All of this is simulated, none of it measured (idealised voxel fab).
Process module in this document: voxel transistor to metal
Each square cell in cross-section cut measures 5 nm, and the section as a whole is 210 nm wide.
The cross-sections in this document take the form of a grid made of square cells. They are written out as bands, in order from top to bottom. Each band consists of one or more rows of cells. Quick guide to a band line: top height, bottom height (nm) up front; then every material left to right with its width in nm. Only one material and it's marked "edge to edge"? Then it fills the band edge to edge. And "blank" just means empty space. Height datum 0, below which the as-received substrate wafer is one material. Lowest band open at the bottom, running downward: "0 -> down". Note: "30..40" means the width goes from the first number (top row of the band) to the second number (bottom row) in equal steps per row of cells. Where a step carries "remains unaltered", the cross-section came out of it unchanged, cell for cell. This entry, "Entrapped void list", enumerates those empty regions of no fewer than 8 cells that possess no open connection to the top. Each region is reported in the form width x height at distance, the distance being taken from the left edge, with all three quantities expressed in nm. Post-settings text on a step line: simulator's own remark regarding the step. "overlay nm" on a masked step: distance the mask lay right of its planned place, negative for left.
# Below is the list of planned process steps
1: RECEIVE with material Si
2: OXIDIZE with depth nm 5
3: CONFORMAL_DEP with material SiN, thk nm 10
4: PATTERN with tone cover, mask id ACTIVE, material resist, width nm 110, thk nm 20, overlay nm 0
5: DIRECTIONAL_ETCH with etch materials SiN, depth nm 10
6: DIRECTIONAL_ETCH with etch materials SiO2, depth nm 5
7: DIRECTIONAL_ETCH with etch materials Si, depth nm 30
8: STRIP with etch materials resist
9: OXIDIZE with depth nm 5
10: FILL_DEP with material SiO2, thk nm 10
11: CMP with height nm 10
12: SELECTIVE_ETCH with etch materials SiO2, depth nm 5
13: STRIP with etch materials SiN
14: SELECTIVE_ETCH with etch materials SiO2, depth nm 5
15: OXIDIZE with depth nm 5
16: DIRECTIONAL_DEP with material polySi, thk nm 20
17: DIRECTIONAL_DEP with material SiCN, thk nm 10
18: MASKED_ETCH with tone cover, mask id GATE, width nm 30, etch materials SiCN, depth nm 20, overlay nm 0
19: MASKED_ETCH with tone cover, mask id GATE, width nm 30, etch materials polySi, depth nm 30, overlay nm 0
20: CONFORMAL_DEP with material SiN, thk nm 5
21: DIRECTIONAL_ETCH with etch materials SiN, depth nm 5
22: DIRECTIONAL_ETCH with etch materials SiO2, depth nm 5
23: DIRECTIONAL_ETCH with etch materials Si, depth nm 15
24: EPI with material pSi, thk nm 20
25: FILL_DEP with material SiO2, thk nm 10
26: CMP with height nm 15
27: STRIP with etch materials polySi
28: SELECTIVE_ETCH with etch materials SiO2, depth nm 5
29: CONFORMAL_DEP with material HfO2, thk nm 5
30: CONFORMAL_DEP with material TiN, thk nm 5
31: FILL_DEP with material W, thk nm 10
32: CMP with height nm 10
33: DIRECTIONAL_DEP with material SiO2, thk nm 15
34: MASKED_ETCH with tone open, mask id CONTACT, width nm 15, pitch nm 75, etch materials SiO2, depth nm 30, overlay nm 0
35: CONFORMAL_DEP with material TiN, thk nm 5
36: FILL_DEP with material Ru, thk nm 5
37: CMP with height nm 25
38: DIRECTIONAL_DEP with material TiN, thk nm 5
39: DIRECTIONAL_DEP with material Ru, thk nm 20
40: DIRECTIONAL_DEP with material aC, thk nm 15
41: PATTERN with tone cover, mask id METAL_1, material resist, width nm 15, pitch nm 75, thk nm 35, overlay nm 0
42: DIRECTIONAL_ETCH with etch materials aC, depth nm 15
43: STRIP with etch materials resist
44: DIRECTIONAL_ETCH with etch materials Ru, depth nm 20
45: DIRECTIONAL_ETCH with etch materials TiN, depth nm 5
46: STRIP with etch materials aC
47: FILL_DEP with material lowk, thk nm 5
48: CMP with height nm 50
49: CONFORMAL_DEP with material SiN, thk nm 5
# First out of two wafers; run went to plan
# Incoming wafer, cross-sectional view, post step 1
> 0 -> down | Si edge to edge
> Entrapped void list: none
# after step 2
> 0 -> -5 | SiO2 edge to edge
> Anything lower than -5 is untouched.
# after step 3
> 10 -> 0 | SiN edge to edge
> Anything lower than 0 is untouched.
# after step 4
> 30 -> 10 | blank (50); resist (110); blank (50)
> Anything lower than 10 is untouched.
# after step 5
> 30 -> 10 | blank (50); resist (110); blank (50)
> 10 -> 0 | blank (50); SiN (110); blank (50)
> Anything lower than 0 is untouched.
# after step 6
> 30 -> 10 | blank (50); resist (110); blank (50)
> 10 -> 0 | blank (50); SiN (110); blank (50)
> 0 -> -5 | blank (50); SiO2 (110); blank (50)
> Anything lower than -5 is untouched.
# after step 7
> 30 -> 10 | blank (50); resist (110); blank (50)
> 10 -> 0 | blank (50); SiN (110); blank (50)
> 0 -> -5 | blank (50); SiO2 (110); blank (50)
> -5 -> -35 | blank (50); Si (110); blank (50)
> Anything lower than -35 is untouched.
# after step 8
> 10 -> 0 | blank (50); SiN (110); blank (50)
> Anything lower than 0 is untouched.
# after step 9
> 10 -> 0 | blank (50); SiN (110); blank (50)
> 0 -> -5 | blank (50); SiO2 (110); blank (50)
> -5 -> -35 | blank (50); SiO2 (5); Si (100); SiO2 (5); blank (50)
> -35 -> -40 | SiO2 (55); Si (100); SiO2 (55)
> Anything lower than -40 is untouched.
# after step 10
> 20 -> 10 | SiO2 edge to edge
> 10 -> 0 | SiO2 (50); SiN (110); SiO2 (50)
> 0 -> -5 | SiO2 edge to edge
> -5 -> -40 | SiO2 (55); Si (100); SiO2 (55)
> Anything lower than -40 is untouched.
# after step 11
> 10 -> 0 | SiO2 (50); SiN (110); SiO2 (50)
> Anything lower than 0 is untouched.
# after step 12
> 10 -> 5 | blank (50); SiN (110); blank (50)
> Anything lower than 5 is untouched.
# after step 13
> 5 -> 0 | SiO2 (50); blank (110); SiO2 (50)
> Anything lower than 0 is untouched.
# after step 14
> 0 -> -5 | SiO2 (45); blank (120); SiO2 (45)
> Anything lower than -5 is untouched.
# after step 15
> 0 -> -5 | SiO2 (45); blank (120); SiO2 (45)
> -5 -> -10 | SiO2 edge to edge
> Anything lower than -10 is untouched.
# after step 16
> 20 -> 15 | polySi (45); blank (120); polySi (45)
> 15 -> 0 | polySi edge to edge
> 0 -> -5 | SiO2 (45); polySi (120); SiO2 (45)
> Anything lower than -5 is untouched.
# after step 17
> 30 -> 25 | SiCN (45); blank (120); SiCN (45)
> 25 -> 20 | SiCN edge to edge
> 20 -> 15 | polySi (45); SiCN (120); polySi (45)
> Anything lower than 15 is untouched.
# after step 18
> 25 -> 20 | blank (90); SiCN (30); blank (90)
> 20 -> 15 | polySi (45); blank (45); SiCN (30); blank (45); polySi (45)
> Anything lower than 15 is untouched.
# after step 19
> 25 -> 15 | blank (90); SiCN (30); blank (90)
> 15 -> 0 | blank (90); polySi (30); blank (90)
> 0 -> -5 | SiO2 (45); blank (45); polySi (30); blank (45); SiO2 (45)
> Anything lower than -5 is untouched.
# after step 20
> 30 -> 25 | blank (85); SiN (40); blank (85)
> 25 -> 15 | blank (85); SiN (5); SiCN (30); SiN (5); blank (85)
> 15 -> 5 | blank (85); SiN (5); polySi (30); SiN (5); blank (85)
> 5 -> 0 | SiN (50); blank (35); SiN (5); polySi (30); SiN (5); blank (35); SiN (50)
> 0 -> -5 | SiO2 (45); SiN (45); polySi (30); SiN (45); SiO2 (45)
> Anything lower than -5 is untouched.
# after step 21
> 25 -> 15 | blank (85); SiN (5); SiCN (30); SiN (5); blank (85)
> 15 -> 0 | blank (85); SiN (5); polySi (30); SiN (5); blank (85)
> 0 -> -5 | SiO2 (45); SiN (5); blank (35); SiN (5); polySi (30); SiN (5); blank (35); SiN (5); SiO2 (45)
> Anything lower than -5 is untouched.
# after step 22
> 25 -> 15 | blank (85); SiN (5); SiCN (30); SiN (5); blank (85)
> 15 -> 0 | blank (85); SiN (5); polySi (30); SiN (5); blank (85)
> 0 -> -5 | blank (45); SiN (5); blank (35); SiN (5); polySi (30); SiN (5); blank (35); SiN (5); blank (45)
> -5 -> -10 | SiO2 (50); blank (35); SiO2 (40); blank (35); SiO2 (50)
> Anything lower than -10 is untouched.
# after step 23
> 25 -> 15 | blank (85); SiN (5); SiCN (30); SiN (5); blank (85)
> 15 -> 0 | blank (85); SiN (5); polySi (30); SiN (5); blank (85)
> 0 -> -5 | blank (45); SiN (5); blank (35); SiN (5); polySi (30); SiN (5); blank (35); SiN (5); blank (45)
> -5 -> -10 | SiO2 (50); blank (35); SiO2 (40); blank (35); SiO2 (50)
> -10 -> -25 | SiO2 (55); blank (30); Si (40); blank (30); SiO2 (55)
> Anything lower than -25 is untouched.
# after step 24
> 25 -> 15 | blank (85); SiN (5); SiCN (30); SiN (5); blank (85)
> 15 -> 10 | blank (85); SiN (5); polySi (30); SiN (5); blank (85)
> 10 -> 0 | blank (65); pSi (20); SiN (5); polySi (30); SiN (5); pSi (20); blank (65)
> 0 -> -5 | blank (45); SiN (5); blank (15); pSi (20); SiN (5); polySi (30); SiN (5); pSi (20); blank (15); SiN (5); blank (45)
> -5 -> -10 | SiO2 (50); pSi (35); SiO2 (40); pSi (35); SiO2 (50)
> -10 -> -25 | SiO2 (55); pSi (30); Si (40); pSi (30); SiO2 (55)
> Anything lower than -25 is untouched.
# after step 25
> 35 -> 25 | SiO2 edge to edge
> 25 -> 15 | SiO2 (85); SiN (5); SiCN (30); SiN (5); SiO2 (85)
> 15 -> 10 | SiO2 (85); SiN (5); polySi (30); SiN (5); SiO2 (85)
> 10 -> 0 | SiO2 (65); pSi (20); SiN (5); polySi (30); SiN (5); pSi (20); SiO2 (65)
> 0 -> -5 | SiO2 (45); SiN (5); SiO2 (15); pSi (20); SiN (5); polySi (30); SiN (5); pSi (20); SiO2 (15); SiN (5); SiO2 (45)
> Anything lower than -5 is untouched.
# after step 26
> 15 -> 10 | SiO2 (85); SiN (5); polySi (30); SiN (5); SiO2 (85)
> Anything lower than 10 is untouched.
# after step 27
> 15 -> 10 | SiO2 (85); SiN (5); blank (30); SiN (5); SiO2 (85)
> 10 -> 0 | SiO2 (65); pSi (20); SiN (5); blank (30); SiN (5); pSi (20); SiO2 (65)
> 0 -> -5 | SiO2 (45); SiN (5); SiO2 (15); pSi (20); SiN (5); blank (30); SiN (5); pSi (20); SiO2 (15); SiN (5); SiO2 (45)
> Anything lower than -5 is untouched.
# after step 28
> 15 -> 10 | blank (85); SiN (5); blank (30); SiN (5); blank (85)
> 10 -> 0 | SiO2 (65); pSi (20); SiN (5); blank (30); SiN (5); pSi (20); SiO2 (65)
> 0 -> -5 | SiO2 (45); SiN (5); SiO2 (15); pSi (20); SiN (5); blank (30); SiN (5); pSi (20); SiO2 (15); SiN (5); SiO2 (45)
> -5 -> -10 | SiO2 (50); pSi (35); blank (40); pSi (35); SiO2 (50)
> Anything lower than -10 is untouched.
# after step 29
> 20 -> 15 | blank (80); HfO2 (15); blank (20); HfO2 (15); blank (80)
> 15 -> 10 | HfO2 (85); SiN (5); HfO2 (5); blank (20); HfO2 (5); SiN (5); HfO2 (85)
> 10 -> 0 | SiO2 (65); pSi (20); SiN (5); HfO2 (5); blank (20); HfO2 (5); SiN (5); pSi (20); SiO2 (65)
> 0 -> -5 | SiO2 (45); SiN (5); SiO2 (15); pSi (20); SiN (5); HfO2 (5); blank (20); HfO2 (5); SiN (5); pSi (20); SiO2 (15); SiN (5); SiO2 (45)
> -5 -> -10 | SiO2 (50); pSi (35); HfO2 (40); pSi (35); SiO2 (50)
> Anything lower than -10 is untouched.
# after step 30
> 25 -> 20 | blank (75); TiN (25); blank (10); TiN (25); blank (75)
> 20 -> 15 | TiN (80); HfO2 (15); TiN (5); blank (10); TiN (5); HfO2 (15); TiN (80)
> 15 -> 10 | HfO2 (85); SiN (5); HfO2 (5); TiN (5); blank (10); TiN (5); HfO2 (5); SiN (5); HfO2 (85)
> 10 -> 0 | SiO2 (65); pSi (20); SiN (5); HfO2 (5); TiN (5); blank (10); TiN (5); HfO2 (5); SiN (5); pSi (20); SiO2 (65)
> 0 -> -5 | SiO2 (45); SiN (5); SiO2 (15); pSi (20); SiN (5); HfO2 (5); TiN (20); HfO2 (5); SiN (5); pSi (20); SiO2 (15); SiN (5); SiO2 (45)
> Anything lower than -5 is untouched.
# after step 31
> 35 -> 25 | W edge to edge
> 25 -> 20 | W (75); TiN (25); W (10); TiN (25); W (75)
> 20 -> 15 | TiN (80); HfO2 (15); TiN (5); W (10); TiN (5); HfO2 (15); TiN (80)
> 15 -> 10 | HfO2 (85); SiN (5); HfO2 (5); TiN (5); W (10); TiN (5); HfO2 (5); SiN (5); HfO2 (85)
> 10 -> 0 | SiO2 (65); pSi (20); SiN (5); HfO2 (5); TiN (5); W (10); TiN (5); HfO2 (5); SiN (5); pSi (20); SiO2 (65)
> Anything lower than 0 is untouched.
# after step 32
> 10 -> 0 | SiO2 (65); pSi (20); SiN (5); HfO2 (5); TiN (5); W (10); TiN (5); HfO2 (5); SiN (5); pSi (20); SiO2 (65)
> Anything lower than 0 is untouched.
# after step 33
> 25 -> 10 | SiO2 edge to edge
> Anything lower than 10 is untouched.
# after step 34
> 25 -> 10 | SiO2 (60); blank (15); SiO2 (60); blank (15); SiO2 (60)
> 10 -> 0 | SiO2 (60); blank (5); pSi (20); SiN (5); HfO2 (5); TiN (5); W (10); TiN (5); HfO2 (5); SiN (5); pSi (20); blank (5); SiO2 (60)
> 0 -> -5 | SiO2 (45); SiN (5); SiO2 (10); blank (5); pSi (20); SiN (5); HfO2 (5); TiN (20); HfO2 (5); SiN (5); pSi (20); blank (5); SiO2 (10); SiN (5); SiO2 (45)
> Anything lower than -5 is untouched.
# after step 35
> 30 -> 25 | TiN (65); blank (5); TiN (70); blank (5); TiN (65)
> 25 -> 15 | SiO2 (60); TiN (5); blank (5); TiN (5); SiO2 (60); TiN (5); blank (5); TiN (5); SiO2 (60)
> 15 -> 10 | SiO2 (60); TiN (15); SiO2 (60); TiN (15); SiO2 (60)
> 10 -> 0 | SiO2 (60); TiN (5); pSi (20); SiN (5); HfO2 (5); TiN (5); W (10); TiN (5); HfO2 (5); SiN (5); pSi (20); TiN (5); SiO2 (60)
> 0 -> -5 | SiO2 (45); SiN (5); SiO2 (10); TiN (5); pSi (20); SiN (5); HfO2 (5); TiN (20); HfO2 (5); SiN (5); pSi (20); TiN (5); SiO2 (10); SiN (5); SiO2 (45)
> Anything lower than -5 is untouched.
# after step 36
> 35 -> 30 | Ru edge to edge
> 30 -> 25 | TiN (65); Ru (5); TiN (70); Ru (5); TiN (65)
> 25 -> 15 | SiO2 (60); TiN (5); Ru (5); TiN (5); SiO2 (60); TiN (5); Ru (5); TiN (5); SiO2 (60)
> Anything lower than 15 is untouched.
# after step 37
> 25 -> 15 | SiO2 (60); TiN (5); Ru (5); TiN (5); SiO2 (60); TiN (5); Ru (5); TiN (5); SiO2 (60)
> Anything lower than 15 is untouched.
# after step 38
> 30 -> 25 | TiN edge to edge
> Anything lower than 25 is untouched.
# after step 39
> 50 -> 30 | Ru edge to edge
> Anything lower than 30 is untouched.
# after step 40
> 65 -> 50 | aC edge to edge
> Anything lower than 50 is untouched.
# after step 41
> 100 -> 65 | blank (60); resist (15); blank (60); resist (15); blank (60)
> Anything lower than 65 is untouched.
# after step 42
> 85 -> 65 | blank (60); resist (15); blank (60); resist (15); blank (60)
> 65 -> 50 | blank (60); aC (15); blank (60); aC (15); blank (60)
> Anything lower than 50 is untouched.
# after step 43
> 65 -> 50 | blank (60); aC (15); blank (60); aC (15); blank (60)
> Anything lower than 50 is untouched.
# after step 44
> 65 -> 50 | blank (60); aC (15); blank (60); aC (15); blank (60)
> 50 -> 30 | blank (60); Ru (15); blank (60); Ru (15); blank (60)
> Anything lower than 30 is untouched.
# after step 45
> 65 -> 50 | blank (60); aC (15); blank (60); aC (15); blank (60)
> 50 -> 30 | blank (60); Ru (15); blank (60); Ru (15); blank (60)
> 30 -> 25 | blank (60); TiN (15); blank (60); TiN (15); blank (60)
> Anything lower than 25 is untouched.
# after step 46
> 50 -> 30 | blank (60); Ru (15); blank (60); Ru (15); blank (60)
> Anything lower than 30 is untouched.
# after step 47
> 55 -> 50 | lowk edge to edge
> 50 -> 30 | lowk (60); Ru (15); lowk (60); Ru (15); lowk (60)
> 30 -> 25 | lowk (60); TiN (15); lowk (60); TiN (15); lowk (60)
> Anything lower than 25 is untouched.
# after step 48
> 50 -> 30 | lowk (60); Ru (15); lowk (60); Ru (15); lowk (60)
> Anything lower than 30 is untouched.
# after step 49
> 55 -> 50 | SiN edge to edge
> Anything lower than 50 is untouched.
# Wafer two: like wafer one in start and plan, but with one mistake in execution; identical up to and including step 3
# At the planned end of step 4, the second wafer in cross-section
> 30 -> 10 | blank (45); resist (120); blank (45)
> Anything lower than 10 is untouched.
# At the planned end of step 5, the second wafer in cross-section
> 30 -> 10 | blank (45); resist (120); blank (45)
> 10 -> 0 | blank (45); SiN (120); blank (45)
> Anything lower than 0 is untouched.
# At the planned end of step 6, the second wafer in cross-section
> 30 -> 10 | blank (45); resist (120); blank (45)
> 10 -> 0 | blank (45); SiN (120); blank (45)
> 0 -> -5 | blank (45); SiO2 (120); blank (45)
> Anything lower than -5 is untouched.
# At the planned end of step 7, the second wafer in cross-section
> 30 -> 10 | blank (45); resist (120); blank (45)
> 10 -> 0 | blank (45); SiN (120); blank (45)
> 0 -> -5 | blank (45); SiO2 (120); blank (45)
> -5 -> -35 | blank (45); Si (120); blank (45)
> Anything lower than -35 is untouched.
# At the planned end of step 8, the second wafer in cross-section
> 10 -> 0 | blank (45); SiN (120); blank (45)
> Anything lower than 0 is untouched.
# At the planned end of step 9, the second wafer in cross-section
> 10 -> 0 | blank (45); SiN (120); blank (45)
> 0 -> -5 | blank (45); SiO2 (120); blank (45)
> -5 -> -35 | blank (45); SiO2 (5); Si (110); SiO2 (5); blank (45)
> -35 -> -40 | SiO2 (50); Si (110); SiO2 (50)
> Anything lower than -40 is untouched.
# At the planned end of step 10, the second wafer in cross-section
> 20 -> 10 | SiO2 edge to edge
> 10 -> 0 | SiO2 (45); SiN (120); SiO2 (45)
> 0 -> -5 | SiO2 edge to edge
> -5 -> -40 | SiO2 (50); Si (110); SiO2 (50)
> Anything lower than -40 is untouched.
# At the planned end of step 11, the second wafer in cross-section
> 10 -> 0 | SiO2 (45); SiN (120); SiO2 (45)
> Anything lower than 0 is untouched.
# At the planned end of step 12, the second wafer in cross-section
> 10 -> 5 | blank (45); SiN (120); blank (45)
> Anything lower than 5 is untouched.
# At the planned end of step 13, the second wafer in cross-section
> 5 -> 0 | SiO2 (45); blank (120); SiO2 (45)
> Anything lower than 0 is untouched.
# At the planned end of step 14, the second wafer in cross-section
> 0 -> -5 | SiO2 (40); blank (130); SiO2 (40)
> Anything lower than -5 is untouched.
# At the planned end of step 15, the second wafer in cross-section
> 0 -> -5 | SiO2 (40); blank (130); SiO2 (40)
> -5 -> -10 | SiO2 edge to edge
> Anything lower than -10 is untouched.
# At the planned end of step 16, the second wafer in cross-section
> 20 -> 15 | polySi (40); blank (130); polySi (40)
> 15 -> 0 | polySi edge to edge
> 0 -> -5 | SiO2 (40); polySi (130); SiO2 (40)
> Anything lower than -5 is untouched.
# At the planned end of step 17, the second wafer in cross-section
> 30 -> 25 | SiCN (40); blank (130); SiCN (40)
> 25 -> 20 | SiCN edge to edge
> 20 -> 15 | polySi (40); SiCN (130); polySi (40)
> Anything lower than 15 is untouched.
# At the planned end of step 18, the second wafer in cross-section
> 25 -> 20 | blank (90); SiCN (30); blank (90)
> 20 -> 15 | polySi (40); blank (50); SiCN (30); blank (50); polySi (40)
> Anything lower than 15 is untouched.
# At the planned end of step 19, the second wafer in cross-section
> 25 -> 15 | blank (90); SiCN (30); blank (90)
> 15 -> 0 | blank (90); polySi (30); blank (90)
> 0 -> -5 | SiO2 (40); blank (50); polySi (30); blank (50); SiO2 (40)
> Anything lower than -5 is untouched.
# At the planned end of step 20, the second wafer in cross-section
> 30 -> 25 | blank (85); SiN (40); blank (85)
> 25 -> 15 | blank (85); SiN (5); SiCN (30); SiN (5); blank (85)
> 15 -> 5 | blank (85); SiN (5); polySi (30); SiN (5); blank (85)
> 5 -> 0 | SiN (45); blank (40); SiN (5); polySi (30); SiN (5); blank (40); SiN (45)
> 0 -> -5 | SiO2 (40); SiN (50); polySi (30); SiN (50); SiO2 (40)
> Anything lower than -5 is untouched.
# At the planned end of step 21, the second wafer in cross-section
> 25 -> 15 | blank (85); SiN (5); SiCN (30); SiN (5); blank (85)
> 15 -> 0 | blank (85); SiN (5); polySi (30); SiN (5); blank (85)
> 0 -> -5 | SiO2 (40); SiN (5); blank (40); SiN (5); polySi (30); SiN (5); blank (40); SiN (5); SiO2 (40)
> Anything lower than -5 is untouched.
# At the planned end of step 22, the second wafer in cross-section
> 25 -> 15 | blank (85); SiN (5); SiCN (30); SiN (5); blank (85)
> 15 -> 0 | blank (85); SiN (5); polySi (30); SiN (5); blank (85)
> 0 -> -5 | blank (40); SiN (5); blank (40); SiN (5); polySi (30); SiN (5); blank (40); SiN (5); blank (40)
> -5 -> -10 | SiO2 (45); blank (40); SiO2 (40); blank (40); SiO2 (45)
> Anything lower than -10 is untouched.
# At the planned end of step 23, the second wafer in cross-section
> 25 -> 15 | blank (85); SiN (5); SiCN (30); SiN (5); blank (85)
> 15 -> 0 | blank (85); SiN (5); polySi (30); SiN (5); blank (85)
> 0 -> -5 | blank (40); SiN (5); blank (40); SiN (5); polySi (30); SiN (5); blank (40); SiN (5); blank (40)
> -5 -> -10 | SiO2 (45); blank (40); SiO2 (40); blank (40); SiO2 (45)
> -10 -> -25 | SiO2 (50); blank (35); Si (40); blank (35); SiO2 (50)
> Anything lower than -25 is untouched.
# At the planned end of step 24, the second wafer in cross-section
> 25 -> 15 | blank (85); SiN (5); SiCN (30); SiN (5); blank (85)
> 15 -> 10 | blank (85); SiN (5); polySi (30); SiN (5); blank (85)
> 10 -> 0 | blank (65); pSi (20); SiN (5); polySi (30); SiN (5); pSi (20); blank (65)
> 0 -> -5 | blank (40); SiN (5); blank (20); pSi (20); SiN (5); polySi (30); SiN (5); pSi (20); blank (20); SiN (5); blank (40)
> -5 -> -10 | SiO2 (45); pSi (40); SiO2 (40); pSi (40); SiO2 (45)
> -10 -> -25 | SiO2 (50); pSi (35); Si (40); pSi (35); SiO2 (50)
> Anything lower than -25 is untouched.
# At the planned end of step 25, the second wafer in cross-section
> 35 -> 25 | SiO2 edge to edge
> 25 -> 15 | SiO2 (85); SiN (5); SiCN (30); SiN (5); SiO2 (85)
> 15 -> 10 | SiO2 (85); SiN (5); polySi (30); SiN (5); SiO2 (85)
> 10 -> 0 | SiO2 (65); pSi (20); SiN (5); polySi (30); SiN (5); pSi (20); SiO2 (65)
> 0 -> -5 | SiO2 (40); SiN (5); SiO2 (20); pSi (20); SiN (5); polySi (30); SiN (5); pSi (20); SiO2 (20); SiN (5); SiO2 (40)
> Anything lower than -5 is untouched.
# At the planned end of step 26, the second wafer in cross-section
> 15 -> 10 | SiO2 (85); SiN (5); polySi (30); SiN (5); SiO2 (85)
> Anything lower than 10 is untouched.
# At the planned end of step 27, the second wafer in cross-section
> 15 -> 10 | SiO2 (85); SiN (5); blank (30); SiN (5); SiO2 (85)
> 10 -> 0 | SiO2 (65); pSi (20); SiN (5); blank (30); SiN (5); pSi (20); SiO2 (65)
> 0 -> -5 | SiO2 (40); SiN (5); SiO2 (20); pSi (20); SiN (5); blank (30); SiN (5); pSi (20); SiO2 (20); SiN (5); SiO2 (40)
> Anything lower than -5 is untouched.
# At the planned end of step 28, the second wafer in cross-section
> 15 -> 10 | blank (85); SiN (5); blank (30); SiN (5); blank (85)
> 10 -> 0 | SiO2 (65); pSi (20); SiN (5); blank (30); SiN (5); pSi (20); SiO2 (65)
> 0 -> -5 | SiO2 (40); SiN (5); SiO2 (20); pSi (20); SiN (5); blank (30); SiN (5); pSi (20); SiO2 (20); SiN (5); SiO2 (40)
> -5 -> -10 | SiO2 (45); pSi (40); blank (40); pSi (40); SiO2 (45)
> Anything lower than -10 is untouched.
# At the planned end of step 29, the second wafer in cross-section
> 20 -> 15 | blank (80); HfO2 (15); blank (20); HfO2 (15); blank (80)
> 15 -> 10 | HfO2 (85); SiN (5); HfO2 (5); blank (20); HfO2 (5); SiN (5); HfO2 (85)
> 10 -> 0 | SiO2 (65); pSi (20); SiN (5); HfO2 (5); blank (20); HfO2 (5); SiN (5); pSi (20); SiO2 (65)
> 0 -> -5 | SiO2 (40); SiN (5); SiO2 (20); pSi (20); SiN (5); HfO2 (5); blank (20); HfO2 (5); SiN (5); pSi (20); SiO2 (20); SiN (5); SiO2 (40)
> -5 -> -10 | SiO2 (45); pSi (40); HfO2 (40); pSi (40); SiO2 (45)
> Anything lower than -10 is untouched.
# At the planned end of step 30, the second wafer in cross-section
> 25 -> 20 | blank (75); TiN (25); blank (10); TiN (25); blank (75)
> 20 -> 15 | TiN (80); HfO2 (15); TiN (5); blank (10); TiN (5); HfO2 (15); TiN (80)
> 15 -> 10 | HfO2 (85); SiN (5); HfO2 (5); TiN (5); blank (10); TiN (5); HfO2 (5); SiN (5); HfO2 (85)
> 10 -> 0 | SiO2 (65); pSi (20); SiN (5); HfO2 (5); TiN (5); blank (10); TiN (5); HfO2 (5); SiN (5); pSi (20); SiO2 (65)
> 0 -> -5 | SiO2 (40); SiN (5); SiO2 (20); pSi (20); SiN (5); HfO2 (5); TiN (20); HfO2 (5); SiN (5); pSi (20); SiO2 (20); SiN (5); SiO2 (40)
> Anything lower than -5 is untouched.
# At the planned end of step 31, the second wafer in cross-section
> 35 -> 25 | W edge to edge
> 25 -> 20 | W (75); TiN (25); W (10); TiN (25); W (75)
> 20 -> 15 | TiN (80); HfO2 (15); TiN (5); W (10); TiN (5); HfO2 (15); TiN (80)
> 15 -> 10 | HfO2 (85); SiN (5); HfO2 (5); TiN (5); W (10); TiN (5); HfO2 (5); SiN (5); HfO2 (85)
> 10 -> 0 | SiO2 (65); pSi (20); SiN (5); HfO2 (5); TiN (5); W (10); TiN (5); HfO2 (5); SiN (5); pSi (20); SiO2 (65)
> Anything lower than 0 is untouched.
# At the planned end of step 32, the second wafer in cross-section
> 10 -> 0 | SiO2 (65); pSi (20); SiN (5); HfO2 (5); TiN (5); W (10); TiN (5); HfO2 (5); SiN (5); pSi (20); SiO2 (65)
> Anything lower than 0 is untouched.
# At the planned end of step 33, the second wafer in cross-section
> 25 -> 10 | SiO2 edge to edge
> Anything lower than 10 is untouched.
# At the planned end of step 34, the second wafer in cross-section
> 25 -> 10 | SiO2 (60); blank (15); SiO2 (60); blank (15); SiO2 (60)
> 10 -> 0 | SiO2 (60); blank (5); pSi (20); SiN (5); HfO2 (5); TiN (5); W (10); TiN (5); HfO2 (5); SiN (5); pSi (20); blank (5); SiO2 (60)
> 0 -> -5 | SiO2 (40); SiN (5); SiO2 (15); blank (5); pSi (20); SiN (5); HfO2 (5); TiN (20); HfO2 (5); SiN (5); pSi (20); blank (5); SiO2 (15); SiN (5); SiO2 (40)
> Anything lower than -5 is untouched.
# At the planned end of step 35, the second wafer in cross-section
> 30 -> 25 | TiN (65); blank (5); TiN (70); blank (5); TiN (65)
> 25 -> 15 | SiO2 (60); TiN (5); blank (5); TiN (5); SiO2 (60); TiN (5); blank (5); TiN (5); SiO2 (60)
> 15 -> 10 | SiO2 (60); TiN (15); SiO2 (60); TiN (15); SiO2 (60)
> 10 -> 0 | SiO2 (60); TiN (5); pSi (20); SiN (5); HfO2 (5); TiN (5); W (10); TiN (5); HfO2 (5); SiN (5); pSi (20); TiN (5); SiO2 (60)
> 0 -> -5 | SiO2 (40); SiN (5); SiO2 (15); TiN (5); pSi (20); SiN (5); HfO2 (5); TiN (20); HfO2 (5); SiN (5); pSi (20); TiN (5); SiO2 (15); SiN (5); SiO2 (40)
> Anything lower than -5 is untouched.
# At the planned end of step 36, the second wafer in cross-section
> 35 -> 30 | Ru edge to edge
> 30 -> 25 | TiN (65); Ru (5); TiN (70); Ru (5); TiN (65)
> 25 -> 15 | SiO2 (60); TiN (5); Ru (5); TiN (5); SiO2 (60); TiN (5); Ru (5); TiN (5); SiO2 (60)
> Anything lower than 15 is untouched.
# At the planned end of step 37, the second wafer in cross-section
> 25 -> 15 | SiO2 (60); TiN (5); Ru (5); TiN (5); SiO2 (60); TiN (5); Ru (5); TiN (5); SiO2 (60)
> Anything lower than 15 is untouched.
# At the planned end of step 38, the second wafer in cross-section
> 30 -> 25 | TiN edge to edge
> Anything lower than 25 is untouched.
# At the planned end of step 39, the second wafer in cross-section
> 50 -> 30 | Ru edge to edge
> Anything lower than 30 is untouched.
# At the planned end of step 40, the second wafer in cross-section
> 65 -> 50 | aC edge to edge
> Anything lower than 50 is untouched.
# At the planned end of step 41, the second wafer in cross-section
> 100 -> 65 | blank (60); resist (15); blank (60); resist (15); blank (60)
> Anything lower than 65 is untouched.
# At the planned end of step 42, the second wafer in cross-section
> 85 -> 65 | blank (60); resist (15); blank (60); resist (15); blank (60)
> 65 -> 50 | blank (60); aC (15); blank (60); aC (15); blank (60)
> Anything lower than 50 is untouched.
# At the planned end of step 43, the second wafer in cross-section
> 65 -> 50 | blank (60); aC (15); blank (60); aC (15); blank (60)
> Anything lower than 50 is untouched.
# At the planned end of step 44, the second wafer in cross-section
> 65 -> 50 | blank (60); aC (15); blank (60); aC (15); blank (60)
> 50 -> 30 | blank (60); Ru (15); blank (60); Ru (15); blank (60)
> Anything lower than 30 is untouched.
# At the planned end of step 45, the second wafer in cross-section
> 65 -> 50 | blank (60); aC (15); blank (60); aC (15); blank (60)
> 50 -> 30 | blank (60); Ru (15); blank (60); Ru (15); blank (60)
> 30 -> 25 | blank (60); TiN (15); blank (60); TiN (15); blank (60)
> Anything lower than 25 is untouched.
# At the planned end of step 46, the second wafer in cross-section
> 50 -> 30 | blank (60); Ru (15); blank (60); Ru (15); blank (60)
> Anything lower than 30 is untouched.
# At the planned end of step 47, the second wafer in cross-section
> 55 -> 50 | lowk edge to edge
> 50 -> 30 | lowk (60); Ru (15); lowk (60); Ru (15); lowk (60)
> 30 -> 25 | lowk (60); TiN (15); lowk (60); TiN (15); lowk (60)
> Anything lower than 25 is untouched.
# At the planned end of step 48, the second wafer in cross-section
> 50 -> 30 | lowk (60); Ru (15); lowk (60); Ru (15); lowk (60)
> Anything lower than 30 is untouched.
# At the planned end of step 49, the second wafer in cross-section
> 55 -> 50 | SiN edge to edge
> Anything lower than 50 is untouched.
Want to know what went wrong? in deviation from the planned setting, step 4 was conducted as PATTERN with tone cover, mask id ACTIVE, material resist, width nm 120, thk nm 20, overlay nm 0
Final comparison by cell count, materials where the second wafer has more or fewer than the first: Si +6 | SiO2 -14 | pSi +8
